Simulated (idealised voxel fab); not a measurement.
The document below concerns the process module designated voxel tone inversion.
Section cut is 295 nm wide and gridded with 5 nm square cells.
Reading order for cross-sections: top band down to bottom band. Underlying form: a grid of square cells. Band size: one or more rows of cells.
First you get the band's top height and its bottom height, in nm, and then the materials it's made of, left to right, with each width in nm. If you see a single material with "edge to edge", that one covers the band edge to edge. "blank" is empty space.
Heads up on the height convention: 0 is the point under which the incoming wafer is all one material, and the lowest band has no bottom, it just keeps going down, like "0 and below".
Read "30->40" as a graded width: first number on top, second number at the bottom, same change between each pair of neighbouring rows.
No cell of the cross-section changed in a step that is given as "no modification".
Reported under the label "Fully sealed voids" are the empty spaces having no open way to the top and comprising 8 cells or more; the notation for each is width x height at distance, in which the distance is measured from the left edge and all three values are in nm.
Post-settings text on a step line: simulator's own remark regarding the step.
A step line may carry the setting "overlay nm", which, for steps involving a mask, states the distance by which the mask lay to the right of its intended position; negative values denote displacement to the left.

## This section lists the process steps that were planned
- 1: RECEIVE: material Si
- 2: CONFORMAL_DEP: material SiCN, thk nm 5
- 3: DIRECTIONAL_DEP: material aC, thk nm 25
- 4: PATTERN: tone cover, mask id POSTS, material resist, width nm 25, pitch nm 40, thk nm 35, overlay nm 0
- 5: DIRECTIONAL_ETCH: etch materials aC, depth nm 25
- 6: STRIP: etch materials resist
- 7: FILL_DEP: material lowk, thk nm 5
- 8: CMP: height nm 30
- 9: STRIP: etch materials aC

## Wafer as received: cross-section following step 1
- 0 and below  Si edge to edge
- Fully sealed voids: none

## Starting wafer: above. Plan: above. Run: one mistake. Cross-section after the module: below
- 30 down to 5  lowk=80, then blank=15, then lowk=25, then blank=15, then lowk=25, then blank=15, then lowk=25, then blank=15, then lowk=80
- 5 down to 0  SiCN edge to edge
- 0 and below  Si edge to edge
- Fully sealed voids: none
Diagnosis: step 4 went in with a setting other than planned; the actual run was PATTERN: tone cover, mask id POSTS, material resist, width nm 15, pitch nm 40, thk nm 35, overlay nm 0
